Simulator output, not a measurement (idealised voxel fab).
You're looking at the process module voxel double patterning.
Section cut is 255 nm wide and gridded with 5 nm square cells.
Just so we're on the same page, the cross-sections are grids of square cells, and they're listed out in bands top to bottom, each band one or more rows deep. Band: top and bottom heights (nm) first, top before bottom; then materials from left to right, widths in nm. "full width" marks a sole material filling the band edge to edge. "air" denotes empty space. Note: height 0 marks the level under which the wafer is uniformly one material as received. Lowest band unbounded below, written "z 0 and below". When a width is written as two numbers, as in "30->40", the first number is the width in the top row of cells of the band and the second is the width in its bottom row, and the width changes by the same amount from each row to the next. The cross-section has no changed cell in any step marked "identical to before". Closed void inventory: empty space of 8 cells or more with no open way to the top, each as width x height at its distance from the left edge, in nm. Whatever follows a step's settings on its line is a remark the simulator itself makes about that step. Each step line may optionally specify "overlay nm", which for a step with a mask gives the rightward distance between the mask's planned place and where it lay, a negative value indicating the leftward direction. Pairs follow: section before one process step, section after it down to the lowest changed band, step with settings underneath. Pairs may come from different runs of this module on the same starting wafer; continuity with the pair above only as stated in the "Before processing step" entry.

[Before processing step]
- z 0 and below  Si full width
- Closed void inventory: none

[Post-Step Cross-Section]
- z 10 to 0  SiN full width
- All layers under 0 are left as they were.
- Closed void inventory: none
Between before and after, shown above: op CONFORMAL_DEP | material SiN | thk nm 10

Before processing step: check the pair just above; its after cross-section is our before state.

[Post-Step Cross-Section]
- z 25 to 10  SiO2 full width
- All layers under 10 are left as they were.
- Closed void inventory: none
Between before and after, shown above: op DIRECTIONAL_DEP | material SiO2 | thk nm 15

Before processing step: check the pair just above; its after cross-section is our before state.

[Post-Step Cross-Section]
- z 30 to 25  SiCN full width
- All layers under 25 are left as they were.
- Closed void inventory: none
Between before and after, shown above: op DIRECTIONAL_DEP | material SiCN | thk nm 5

Before processing step: check the pair just above; its after cross-section is our before state.

[Post-Step Cross-Section]
- z 40 to 30  aC full width
- All layers under 30 are left as they were.
- Closed void inventory: none
Between before and after, shown above: op DIRECTIONAL_DEP | material aC | thk nm 10

Before processing step: check the pair just above; its after cross-section is our before state.

[Post-Step Cross-Section]
- z 65 to 40  resist 95 / air 15 / resist 35 / air 15 / resist 95
- All layers under 40 are left as they were.
- Closed void inventory: none
Between before and after, shown above: op PATTERN | tone open | mask id FIRST | material resist | width nm 15 | pitch nm 50 | thk nm 25 | overlay nm 0

Before processing step: check the pair just above; its after cross-section is our before state.

[Post-Step Cross-Section]
- z 55 to 40  resist 95 / air 15 / resist 35 / air 15 / resist 95
- z 40 to 30  aC 95 / air 15 / aC 35 / air 15 / aC 95
- All layers under 30 are left as they were.
- Closed void inventory: none
Between before and after, shown above: op DIRECTIONAL_ETCH | etch materials aC | depth nm 10

Before processing step: check the pair just above; its after cross-section is our before state.

[Post-Step Cross-Section]
- z 40 to 30  aC 95 / air 15 / aC 35 / air 15 / aC 95
- All layers under 30 are left as they were.
- Closed void inventory: none
Between before and after, shown above: op STRIP | etch materials resist

Before processing step: check the pair just above; its after cross-section is our before state.

[Post-Step Cross-Section]
- z 40 to 30  aC 95 / air 15 / aC 35 / air 15 / aC 95
- z 30 to 25  SiCN 95 / air 15 / SiCN 35 / air 15 / SiCN 95
- All layers under 25 are left as they were.
- Closed void inventory: none
Between before and after, shown above: op DIRECTIONAL_ETCH | etch materials SiCN | depth nm 5

Before processing step: check the pair just above; its after cross-section is our before state.

[Post-Step Cross-Section]
- z 30 to 25  SiCN 95 / air 15 / SiCN 35 / air 15 / SiCN 95
- All layers under 25 are left as they were.
- Closed void inventory: none
Between before and after, shown above: op STRIP | etch materials aC

Before processing step: check the pair just above; its after cross-section is our before state.

[Post-Step Cross-Section]
- z 30 to 25  SiCN 95 / air 15 / SiCN 10 / air 15 / SiCN 10 / air 15 / SiCN 95
- All layers under 25 are left as they were.
- Closed void inventory: none
Between before and after, shown above: op MASKED_ETCH | tone open | mask id SECOND | width nm 15 | etch materials SiCN | depth nm 5 | overlay nm 0

Before processing step: check the pair just above; its after cross-section is our before state.

[Post-Step Cross-Section]
- z 30 to 25  SiCN 95 / air 15 / SiCN 10 / air 15 / SiCN 10 / air 15 / SiCN 95
- z 25 to 10  SiO2 95 / air 15 / SiO2 10 / air 15 / SiO2 10 / air 15 / SiO2 95
- All layers under 10 are left as they were.
- Closed void inventory: none
Between before and after, shown above: op DIRECTIONAL_ETCH | etch materials SiO2 | depth nm 15

Before processing step: check the pair just above; its after cross-section is our before state.

[Post-Step Cross-Section]
- z 25 to 10  SiO2 95 / air 15 / SiO2 10 / air 15 / SiO2 10 / air 15 / SiO2 95
- All layers under 10 are left as they were.
- Closed void inventory: none
Between before and after, shown above: op STRIP | etch materials SiCN

[Before processing step]
- z 0 and below  Si full width
- Closed void inventory: none

[Post-Step Cross-Section]
- z 15 to 0  SiO2 full width
- All layers under 0 are left as they were.
- Closed void inventory: none
Between before and after, shown above: op DIRECTIONAL_DEP | material SiO2 | thk nm 15

Before processing step: check the pair just above; its after cross-section is our before state.

[Post-Step Cross-Section]
- z 20 to 15  SiCN full width
- All layers under 15 are left as they were.
- Closed void inventory: none
Between before and after, shown above: op DIRECTIONAL_DEP | material SiCN | thk nm 5

Before processing step: check the pair just above; its after cross-section is our before state.

[Post-Step Cross-Section]
- z 30 to 20  aC full width
- All layers under 20 are left as they were.
- Closed void inventory: none
Between before and after, shown above: op DIRECTIONAL_DEP | material aC | thk nm 10

Before processing step: check the pair just above; its after cross-section is our before state.

[Post-Step Cross-Section]
- z 55 to 30  resist 95 / air 15 / resist 35 / air 15 / resist 95
- All layers under 30 are left as they were.
- Closed void inventory: none
Between before and after, shown above: op PATTERN | tone open | mask id FIRST | material resist | width nm 15 | pitch nm 50 | thk nm 25 | overlay nm 0

Before processing step: check the pair just above; its after cross-section is our before state.

[Post-Step Cross-Section]
- z 45 to 30  resist 95 / air 15 / resist 35 / air 15 / resist 95
- z 30 to 20  aC 95 / air 15 / aC 35 / air 15 / aC 95
- All layers under 20 are left as they were.
- Closed void inventory: none
Between before and after, shown above: op DIRECTIONAL_ETCH | etch materials aC | depth nm 10

Before processing step: check the pair just above; its after cross-section is our before state.

[Post-Step Cross-Section]
- z 30 to 20  aC 95 / air 15 / aC 35 / air 15 / aC 95
- All layers under 20 are left as they were.
- Closed void inventory: none
Between before and after, shown above: op STRIP | etch materials resist

Before processing step: check the pair just above; its after cross-section is our before state.

[Post-Step Cross-Section]
- z 30 to 20  aC 95 / air 15 / aC 35 / air 15 / aC 95
- z 20 to 15  SiCN 95 / air 15 / SiCN 35 / air 15 / SiCN 95
- All layers under 15 are left as they were.
- Closed void inventory: none
Between before and after, shown above: op DIRECTIONAL_ETCH | etch materials SiCN | depth nm 5

Before processing step: check the pair just above; its after cross-section is our before state.

[Post-Step Cross-Section]
- z 20 to 15  SiCN 95 / air 15 / SiCN 35 / air 15 / SiCN 95
- All layers under 15 are left as they were.
- Closed void inventory: none
Between before and after, shown above: op STRIP | etch materials aC

Before processing step: check the pair just above; its after cross-section is our before state.

[Post-Step Cross-Section]
- z 20 to 15  SiCN 95 / air 15 / SiCN 10 / air 15 / SiCN 10 / air 15 / SiCN 95
- All layers under 15 are left as they were.
- Closed void inventory: none
Between before and after, shown above: op MASKED_ETCH | tone open | mask id SECOND | width nm 15 | etch materials SiCN | depth nm 5 | overlay nm 0

Before processing step: check the pair just above; its after cross-section is our before state.

[Post-Step Cross-Section]
- z 20 to 15  SiCN 95 / air 15 / SiCN 10 / air 15 / SiCN 10 / air 15 / SiCN 95
- z 15 to 0  SiO2 95 / air 15 / SiO2 10 / air 15 / SiO2 10 / air 15 / SiO2 95
- All layers under 0 are left as they were.
- Closed void inventory: none
Between before and after, shown above: op DIRECTIONAL_ETCH | etch materials SiO2 | depth nm 15

Before processing step: check the pair just above; its after cross-section is our before state.

[Post-Step Cross-Section]
- z 15 to 0  SiO2 95 / air 15 / SiO2 10 / air 15 / SiO2 10 / air 15 / SiO2 95
- All layers under 0 are left as they were.
- Closed void inventory: none
Between before and after, shown above: op STRIP | etch materials SiCN

[Before processing step]
- z 25 to 10  SiO2 full width
- z 10 to 0  SiN full width
- z 0 and below  Si full width
- Closed void inventory: none

[Post-Step Cross-Section]
- z 40 to 10  SiO2 full width
- All layers under 10 are left as they were.
- Closed void inventory: none
Between before and after, shown above: op DIRECTIONAL_DEP | material SiO2 | thk nm 15

Before processing step: check the pair just above; its after cross-section is our before state.

[Post-Step Cross-Section]
- z 45 to 40  SiCN full width
- All layers under 40 are left as they were.
- Closed void inventory: none
Between before and after, shown above: op DIRECTIONAL_DEP | material SiCN | thk nm 5

Before processing step: check the pair just above; its after cross-section is our before state.

[Post-Step Cross-Section]
- z 55 to 45  aC full width
- All layers under 45 are left as they were.
- Closed void inventory: none
Between before and after, shown above: op DIRECTIONAL_DEP | material aC | thk nm 10

Before processing step: check the pair just above; its after cross-section is our before state.

[Post-Step Cross-Section]
- z 80 to 55  resist 95 / air 15 / resist 35 / air 15 / resist 95
- All layers under 55 are left as they were.
- Closed void inventory: none
Between before and after, shown above: op PATTERN | tone open | mask id FIRST | material resist | width nm 15 | pitch nm 50 | thk nm 25 | overlay nm 0

Before processing step: check the pair just above; its after cross-section is our before state.

[Post-Step Cross-Section]
- z 70 to 55  resist 95 / air 15 / resist 35 / air 15 / resist 95
- z 55 to 45  aC 95 / air 15 / aC 35 / air 15 / aC 95
- All layers under 45 are left as they were.
- Closed void inventory: none
Between before and after, shown above: op DIRECTIONAL_ETCH | etch materials aC | depth nm 10

Before processing step: check the pair just above; its after cross-section is our before state.

[Post-Step Cross-Section]
- z 55 to 45  aC 95 / air 15 / aC 35 / air 15 / aC 95
- All layers under 45 are left as they were.
- Closed void inventory: none
Between before and after, shown above: op STRIP | etch materials resist

Before processing step: check the pair just above; its after cross-section is our before state.

[Post-Step Cross-Section]
- z 55 to 45  aC 95 / air 15 / aC 35 / air 15 / aC 95
- z 45 to 40  SiCN 95 / air 15 / SiCN 35 / air 15 / SiCN 95
- All layers under 40 are left as they were.
- Closed void inventory: none
Between before and after, shown above: op DIRECTIONAL_ETCH | etch materials SiCN | depth nm 5

Before processing step: check the pair just above; its after cross-section is our before state.

[Post-Step Cross-Section]
- z 45 to 40  SiCN 95 / air 15 / SiCN 35 / air 15 / SiCN 95
- All layers under 40 are left as they were.
- Closed void inventory: none
Between before and after, shown above: op STRIP | etch materials aC

Before processing step: check the pair just above; its after cross-section is our before state.

[Post-Step Cross-Section]
- z 45 to 40  SiCN 95 / air 15 / SiCN 10 / air 15 / SiCN 10 / air 15 / SiCN 95
- All layers under 40 are left as they were.
- Closed void inventory: none
Between before and after, shown above: op MASKED_ETCH | tone open | mask id SECOND | width nm 15 | etch materials SiCN | depth nm 5 | overlay nm 0

Before processing step: check the pair just above; its after cross-section is our before state.

[Post-Step Cross-Section]
- z 45 to 40  SiCN 95 / air 15 / SiCN 10 / air 15 / SiCN 10 / air 15 / SiCN 95
- z 40 to 25  SiO2 95 / air 15 / SiO2 10 / air 15 / SiO2 10 / air 15 / SiO2 95
- All layers under 25 are left as they were.
- Closed void inventory: none
Between before and after, shown above: op DIRECTIONAL_ETCH | etch materials SiO2 | depth nm 15

Before processing step: check the pair just above; its after cross-section is our before state.

[Post-Step Cross-Section]
- z 40 to 25  SiO2 95 / air 15 / SiO2 10 / air 15 / SiO2 10 / air 15 / SiO2 95
- All layers under 25 are left as they were.
- Closed void inventory: none
Between before and after, shown above: op STRIP | etch materials SiCN

[Before processing step]
- z 15 to 0  SiO2 full width
- z 0 and below  Si full width
- Closed void inventory: none

[Post-Step Cross-Section]
- z 25 to 15  SiN full width
- All layers under 15 are left as they were.
- Closed void inventory: none
Between before and after, shown above: op CONFORMAL_DEP | material SiN | thk nm 10

Before processing step: check the pair just above; its after cross-section is our before state.

[Post-Step Cross-Section]
- z 30 to 25  SiCN full width
- All layers under 25 are left as they were.
- Closed void inventory: none
Between before and after, shown above: op DIRECTIONAL_DEP | material SiCN | thk nm 5

Before processing step: check the pair just above; its after cross-section is our before state.

[Post-Step Cross-Section]
- z 40 to 30  aC full width
- All layers under 30 are left as they were.
- Closed void inventory: none
Between before and after, shown above: op DIRECTIONAL_DEP | material aC | thk nm 10

Before processing step: check the pair just above; its after cross-section is our before state.

[Post-Step Cross-Section]
- z 65 to 40  resist 95 / air 15 / resist 35 / air 15 / resist 95
- All layers under 40 are left as they were.
- Closed void inventory: none
Between before and after, shown above: op PATTERN | tone open | mask id FIRST | material resist | width nm 15 | pitch nm 50 | thk nm 25 | overlay nm 0

Before processing step: check the pair just above; its after cross-section is our before state.

[Post-Step Cross-Section]
- z 55 to 40  resist 95 / air 15 / resist 35 / air 15 / resist 95
- z 40 to 30  aC 95 / air 15 / aC 35 / air 15 / aC 95
- All layers under 30 are left as they were.
- Closed void inventory: none
Between before and after, shown above: op DIRECTIONAL_ETCH | etch materials aC | depth nm 10

Before processing step: check the pair just above; its after cross-section is our before state.

[Post-Step Cross-Section]
- z 40 to 30  aC 95 / air 15 / aC 35 / air 15 / aC 95
- All layers under 30 are left as they were.
- Closed void inventory: none
Between before and after, shown above: op STRIP | etch materials resist

Before processing step: check the pair just above; its after cross-section is our before state.

[Post-Step Cross-Section]
- z 40 to 30  aC 95 / air 15 / aC 35 / air 15 / aC 95
- z 30 to 25  SiCN 95 / air 15 / SiCN 35 / air 15 / SiCN 95
- All layers under 25 are left as they were.
- Closed void inventory: none
Between before and after, shown above: op DIRECTIONAL_ETCH | etch materials SiCN | depth nm 5

Before processing step: check the pair just above; its after cross-section is our before state.

[Post-Step Cross-Section]
- z 30 to 25  SiCN 95 / air 15 / SiCN 35 / air 15 / SiCN 95
- All layers under 25 are left as they were.
- Closed void inventory: none
Between before and after, shown above: op STRIP | etch materials aC

Before processing step: check the pair just above; its after cross-section is our before state.

[Post-Step Cross-Section]
- z 30 to 25  SiCN 95 / air 15 / SiCN 10 / air 15 / SiCN 10 / air 15 / SiCN 95
- All layers under 25 are left as they were.
- Closed void inventory: none
Between before and after, shown above: op MASKED_ETCH | tone open | mask id SECOND | width nm 15 | etch materials SiCN | depth nm 5 | overlay nm 0

Before processing step: check the pair just above; its after cross-section is our before state.

[Post-Step Cross-Section]
- z 25 to 15  SiN full width
- All layers under 15 are left as they were.
- Closed void inventory: none
Between before and after, shown above: op STRIP | etch materials SiCN

[Before processing step]
- z 30 to 25  SiCN 95 / air 15 / SiCN 10 / air 15 / SiCN 10 / air 15 / SiCN 95
- z 25 to 10  SiO2 full width
- z 10 to 0  SiN full width
- z 0 and below  Si full width
- Closed void inventory: none

[Post-Step Cross-Section]
- z 30 to 25  SiCN 95 / air 15 / SiCN 10 / air 15 / SiCN 10 / air 15 / SiCN 95
- z 25 to 15  SiO2 95 / air 15 / SiO2 10 / air 15 / SiO2 10 / air 15 / SiO2 95
- All layers under 15 are left as they were.
- Closed void inventory: none
Between before and after, shown above: op DIRECTIONAL_ETCH | etch materials SiO2 | depth nm 10

Before processing step: check the pair just above; its after cross-section is our before state.

[Post-Step Cross-Section]
- z 25 to 15  SiO2 95 / air 15 / SiO2 10 / air 15 / SiO2 10 / air 15 / SiO2 95
- All layers under 15 are left as they were.
- Closed void inventory: none
Between before and after, shown above: op STRIP | etch materials SiCN

[Before processing step]
- z 30 to 25  SiCN 95 / air 15 / SiCN 35 / air 15 / SiCN 95
- z 25 to 10  SiO2 full width
- z 10 to 0  SiN full width
- z 0 and below  Si full width
- Closed void inventory: none

[Post-Step Cross-Section]
- z 30 to 25  SiCN 95 / air 15 / SiCN 10 / air 20 / SiCN 5 / air 15 / SiCN 95
- All layers under 25 are left as they were.
- Closed void inventory: none
Between before and after, shown above: op MASKED_ETCH | tone open | mask id SECOND | width nm 20 | etch materials SiCN | depth nm 5 | overlay nm 0

Before processing step: check the pair just above; its after cross-section is our before state.

[Post-Step Cross-Section]
- z 30 to 25  SiCN 95 / air 15 / SiCN 10 / air 20 / SiCN 5 / air 15 / SiCN 95
- z 25 to 10  SiO2 95 / air 15 / SiO2 10 / air 20 / SiO2 5 / air 15 / SiO2 95
- All layers under 10 are left as they were.
- Closed void inventory: none
Between before and after, shown above: op DIRECTIONAL_ETCH | etch materials SiO2 | depth nm 15

Before processing step: check the pair just above; its after cross-section is our before state.

[Post-Step Cross-Section]
- z 25 to 10  SiO2 95 / air 15 / SiO2 10 / air 20 / SiO2 5 / air 15 / SiO2 95
- All layers under 10 are left as they were.
- Closed void inventory: none
Between before and after, shown above: op STRIP | etch materials SiCN

[Before processing step]
- z 30 to 25  SiCN 95 / air 15 / SiCN 35 / air 15 / SiCN 95
- z 25 to 10  SiO2 full width
- z 10 to 0  SiN full width
- z 0 and below  Si full width
- Closed void inventory: none

[Post-Step Cross-Section]
- z 30 to 25  SiCN 95 / air 15 / SiCN 5 / air 15 / SiCN 15 / air 15 / SiCN 95
- All layers under 25 are left as they were.
- Closed void inventory: none
Between before and after, shown above: op MASKED_ETCH | tone open | mask id SECOND | width nm 15 | etch materials SiCN | depth nm 5 | overlay nm -5

Before processing step: check the pair just above; its after cross-section is our before state.

[Post-Step Cross-Section]
- z 30 to 25  SiCN 95 / air 15 / SiCN 5 / air 15 / SiCN 15 / air 15 / SiCN 95
- z 25 to 10  SiO2 95 / air 15 / SiO2 5 / air 15 / SiO2 15 / air 15 / SiO2 95
- All layers under 10 are left as they were.
- Closed void inventory: none
Between before and after, shown above: op DIRECTIONAL_ETCH | etch materials SiO2 | depth nm 15

Before processing step: check the pair just above; its after cross-section is our before state.

[Post-Step Cross-Section]
- z 25 to 10  SiO2 95 / air 15 / SiO2 5 / air 15 / SiO2 15 / air 15 / SiO2 95
- All layers under 10 are left as they were.
- Closed void inventory: none
Between before and after, shown above: op STRIP | etch materials SiCN

[Before processing step]
- z 25 to 10  SiO2 full width
- z 10 to 0  SiN full width
- z 0 and below  Si full width
- Closed void inventory: none

[Post-Step Cross-Section]
- z 30 to 10  SiO2 full width
- All layers under 10 are left as they were.
- Closed void inventory: none
Between before and after, shown above: op DIRECTIONAL_DEP | material SiO2 | thk nm 5

Before processing step: check the pair just above; its after cross-section is our before state.

[Post-Step Cross-Section]
- z 40 to 30  aC full width
- All layers under 30 are left as they were.
- Closed void inventory: none
Between before and after, shown above: op DIRECTIONAL_DEP | material aC | thk nm 10

Before processing step: check the pair just above; its after cross-section is our before state.

[Post-Step Cross-Section]
- z 65 to 40  resist 95 / air 15 / resist 35 / air 15 / resist 95
- All layers under 40 are left as they were.
- Closed void inventory: none
Between before and after, shown above: op PATTERN | tone open | mask id FIRST | material resist | width nm 15 | pitch nm 50 | thk nm 25 | overlay nm 0

Before processing step: check the pair just above; its after cross-section is our before state.

[Post-Step Cross-Section]
- z 55 to 40  resist 95 / air 15 / resist 35 / air 15 / resist 95
- z 40 to 30  aC 95 / air 15 / aC 35 / air 15 / aC 95
- All layers under 30 are left as they were.
- Closed void inventory: none
Between before and after, shown above: op DIRECTIONAL_ETCH | etch materials aC | depth nm 10

Before processing step: check the pair just above; its after cross-section is our before state.

[Post-Step Cross-Section]
- z 40 to 30  aC 95 / air 15 / aC 35 / air 15 / aC 95
- All layers under 30 are left as they were.
- Closed void inventory: none
Between before and after, shown above: op STRIP | etch materials resist

Before processing step: check the pair just above; its after cross-section is our before state.

[Post-Step Cross-Section]
- z 30 to 10  SiO2 full width
- All layers under 10 are left as they were.
- Closed void inventory: none
Between before and after, shown above: op STRIP | etch materials aC

Before processing step: check the pair just above; its after cross-section is our before state.

[Post-Step Cross-Section]
- z 15 to 10  SiO2 full width
- All layers under 10 are left as they were.
- Closed void inventory: none
Between before and after, shown above: op DIRECTIONAL_ETCH | etch materials SiO2 | depth nm 15

[Before processing step]
- z 40 to 30  aC full width
- z 30 to 25  SiCN full width
- z 25 to 10  SiO2 full width
- z 10 to 0  SiN full width
- z 0 and below  Si full width
- Closed void inventory: none

[Post-Step Cross-Section]
- z 65 to 40  air 95 / resist 15 / air 35 / resist 15 / air 95
- All layers under 40 are left as they were.
- Closed void inventory: none
Between before and after, shown above: op PATTERN | tone cover | mask id FIRST | material resist | width nm 15 | pitch nm 50 | thk nm 25 | overlay nm 0

Before processing step: check the pair just above; its after cross-section is our before state.

[Post-Step Cross-Section]
- z 55 to 40  air 95 / resist 15 / air 35 / resist 15 / air 95
- z 40 to 30  air 95 / aC 15 / air 35 / aC 15 / air 95
- All layers under 30 are left as they were.
- Closed void inventory: none
Between before and after, shown above: op DIRECTIONAL_ETCH | etch materials aC | depth nm 10

Before processing step: check the pair just above; its after cross-section is our before state.

[Post-Step Cross-Section]
- z 40 to 30  air 95 / aC 15 / air 35 / aC 15 / air 95
- All layers under 30 are left as they were.
- Closed void inventory: none
Between before and after, shown above: op STRIP | etch materials resist

Before processing step: check the pair just above; its after cross-section is our before state.

[Post-Step Cross-Section]
- z 40 to 30  air 95 / aC 15 / air 35 / aC 15 / air 95
- z 30 to 25  air 95 / SiCN 15 / air 35 / SiCN 15 / air 95
- All layers under 25 are left as they were.
- Closed void inventory: none
Between before and after, shown above: op DIRECTIONAL_ETCH | etch materials SiCN | depth nm 5

Before processing step: check the pair just above; its after cross-section is our before state.

[Post-Step Cross-Section]
- z 30 to 25  air 95 / SiCN 15 / air 35 / SiCN 15 / air 95
- All layers under 25 are left as they were.
- Closed void inventory: none
Between before and after, shown above: op STRIP | etch materials aC

Before processing step: check the pair just above; its after cross-section is our before state.

[Post-Step Cross-Section]
- z 30 to 25  air 95 / SiCN 15 / air 35 / SiCN 15 / air 95
- z 25 to 10  air 95 / SiO2 15 / air 35 / SiO2 15 / air 95
- All layers under 10 are left as they were.
- Closed void inventory: none
Between before and after, shown above: op DIRECTIONAL_ETCH | etch materials SiO2 | depth nm 15

Before processing step: check the pair just above; its after cross-section is our before state.

[Post-Step Cross-Section]
- z 25 to 10  air 95 / SiO2 15 / air 35 / SiO2 15 / air 95
- All layers under 10 are left as they were.
- Closed void inventory: none
Between before and after, shown above: op STRIP | etch materials SiCN
